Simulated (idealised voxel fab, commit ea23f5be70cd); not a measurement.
process module | voxel tone inversion
cross-section cut | 240 nm wide | cells 5 nm
A cross-section is a grid of square cells, given in bands from the top down. A band is one or more rows of cells.
Each band's line starts with the height of the band's top and of its bottom, in nm. Then come its materials from left to right, each with its width in nm. One material with "throughout" fills the band from edge to edge. "air" is empty space.
Height 0 is the level under which the wafer as received is all one material. The lowest band goes on downwards, as in "0 down".
A width such as "30 to 40" changes by the same amount from each row of cells to the next, from the band's top row to its bottom row.
"no change" after a step means that no cell of the cross-section changed.
closed voids: empty space of 8 cells or more with no open way to the top, each as width x height at its distance from the left edge, in nm
after a step's settings: what the simulator itself notes on the step
overlay nm, on a step with a mask: how far to the right of its planned place the mask lay; to the left if negative
plan
1 op RECEIVE | material Si
2 op CONFORMAL_DEP | material SiCN | thk nm 10
3 op DIRECTIONAL_DEP | material aC | thk nm 20
4 op PATTERN | tone cover | mask id POSTS | material resist | width nm 20 | pitch nm 45 | thk nm 25 | overlay nm 0
5 op DIRECTIONAL_ETCH | etch materials aC | depth nm 20
6 op STRIP | etch materials resist
7 op FILL_DEP | material SiO2 | thk nm 10
8 op CMP | height nm 30
9 op STRIP | etch materials aC
10 op CONFORMAL_DEP | material TiN | thk nm 5
11 op FILL_DEP | material Cu | thk nm 10
12 op CMP | height nm 30
13 op CONFORMAL_DEP | material SiCN | thk nm 5
as received, after step 1
  0 down: Si throughout
  closed voids: none
a wafer at the end: this start, this plan, one mistake
  35 to 30: SiCN throughout
  30 to 15: Cu 80 | TiN 5 | SiO2 20 | TiN 5 | Cu 15 | TiN 5 | SiO2 20 | TiN 5 | Cu 85
  15 to 10: TiN 85 | SiO2 20 | TiN 25 | SiO2 20 | TiN 90
  10 to 0: SiCN throughout
  0 down: Si throughout
  closed voids: none
what went wrong: step 4 ran as: op PATTERN | tone open | mask id POSTS | material resist | width nm 20 | pitch nm 45 | thk nm 25 | overlay nm 0
